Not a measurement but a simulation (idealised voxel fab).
The name of this process module is voxel double patterning.
Section cut is 265 nm wide and gridded with 5 nm square cells.
This document writes a cross-section as a grid whose cells are square, and gives it as bands, listed from the top down; one or more rows of cells form a band. Quick guide to a band line: top height, bottom height (nm) up front; then every material left to right with its width in nm. Only one material and it's marked "everywhere"? Then it fills the band edge to edge. And "air" just means empty space. The reference from which all heights are counted is 0, the level beneath which the as-received wafer is entirely one material; the lowest band, having no lower bound, proceeds downward and is written after the example "z 0 and below". Width spec "30->40" -> top row of cells at first value, bottom row at second value, equal per-row change in between. "remained unchanged" (step): cross-section cells unchanged, all of them. The entry titled "Enclosed empty spaces" provides the empty spaces that have no open way to the top, restricted to those of 8 cells or more. Each is presented as width x height at distance, the distance being measured from the left edge, with all three in nm. On each step's line, the part that comes after the settings is the simulator's own comment on the step. "overlay nm" on a masked step: distance the mask lay right of its planned place, negative for left.
### Steps in the process plan
| 1 | RECEIVE [material Si] |
| 2 | CONFORMAL_DEP [material SiO2] [thk nm 5] |
| 3 | DIRECTIONAL_DEP [material W] [thk nm 15] |
| 4 | DIRECTIONAL_DEP [material SiCN] [thk nm 10] |
| 5 | MASKED_ETCH [tone open] [mask id FIRST] [width nm 15] [pitch nm 50] [etch materials SiCN] [depth nm 10] [overlay nm 0] |
| 6 | MASKED_ETCH [tone open] [mask id SECOND] [width nm 15] [etch materials SiCN] [depth nm 10] [overlay nm 0] |
| 7 | DIRECTIONAL_ETCH [etch materials W] [depth nm 15] |
| 8 | STRIP [etch materials SiCN] |
### So this is the incoming wafer in cross-section - it's already been through step 1
  z 0 and below | Si everywhere
  Enclosed empty spaces: none
### Cross-sectional result after module completion. Note: starting condition and plan are unchanged from above; one processing mistake was made
  z 35 to 20 | W 100 nm / air 15 nm / W 10 nm / air 15 nm / W 10 nm / air 15 nm / W 100 nm
  z 20 to 5 | W everywhere
  z 5 to 0 | SiO2 everywhere
  z 0 and below | Si everywhere
  Enclosed empty spaces: none
Heads up, the wafer didn't run the way we planned it: heads up, step 3 of the plan got done twice
